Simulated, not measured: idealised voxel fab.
process module | voxel tone inversion
We display cut, a cross-section 265 nm in width whose square cells are each 5 nm.
Reading order for cross-sections: top band down to bottom band. Underlying form: a grid of square cells. Band size: one or more rows of cells.
In this notation a band is specified by the heights of its top and bottom, in that order and in nm, after which its materials appear from left to right, each paired with its width in nm. The word "throughout" attached to a single material means that material fills the band from edge to edge; the word "blank" stands for empty space.
Heights are reckoned from 0. Under this level, the received wafer is all of one material. The bottommost band is open-ended downward, for example "z 0 and below".
Note: "30..40" means the width goes from the first number (top row of the band) to the second number (bottom row) in equal steps per row of cells.
Where a step carries "remained unchanged", the cross-section came out of it unchanged, cell for cell.
"Voids, sealed" specifies each empty space that is not open to the top and that occupies no fewer than 8 cells, using the form width x height at distance, the distance measured from the left edge and all three quantities in nm.
It should be noted that, on the line of a given step, the content following the step's settings is a remark produced by the simulator itself with respect to that step.
The "overlay nm" setting may appear on a step's line; for a step that uses a mask, it gives how far to the right of its planned position the mask lay, and a negative value indicates the left.
[The steps planned for the process are as follows]
step 1: RECEIVE | material Si
step 2: CONFORMAL_DEP | material SiCN | thk nm 5
step 3: DIRECTIONAL_DEP | material aC | thk nm 20
step 4: PATTERN | tone cover | mask id POSTS | material resist | width nm 20 | pitch nm 45 | thk nm 25 | overlay nm 0
step 5: DIRECTIONAL_ETCH | etch materials aC | depth nm 20
step 6: STRIP | etch materials resist
step 7: FILL_DEP | material lowk | thk nm 5
step 8: CMP | height nm 25
step 9: STRIP | etch materials aC
step 10: CONFORMAL_DEP | material TiN | thk nm 5
step 11: FILL_DEP | material Ru | thk nm 5
step 12: CMP | height nm 25
step 13: CONFORMAL_DEP | material SiCN | thk nm 5
[As received (post step 1): cross-section]
	z 0 and below = Si throughout
	Voids, sealed: none
[Wafer at module end, in section. Began as above, planned as above, run with one mistake]
	z 30 to 25 = SiCN throughout
	z 25 to 10 = lowk (75)  TiN (5)  lowk (10)  TiN (5)  lowk (25)  TiN (5)  lowk (10)  TiN (5)  lowk (25)  TiN (5)  lowk (10)  TiN (5)  lowk (80)
	z 10 to 5 = lowk (75)  TiN (20)  lowk (25)  TiN (20)  lowk (25)  TiN (20)  lowk (80)
	z 5 to 0 = SiCN throughout
	z 0 and below = Si throughout
	Voids, sealed: none
Where did the run depart from the plan? step 11, actual vs plan mismatch, actual run FILL_DEP | material lowk | thk nm 5
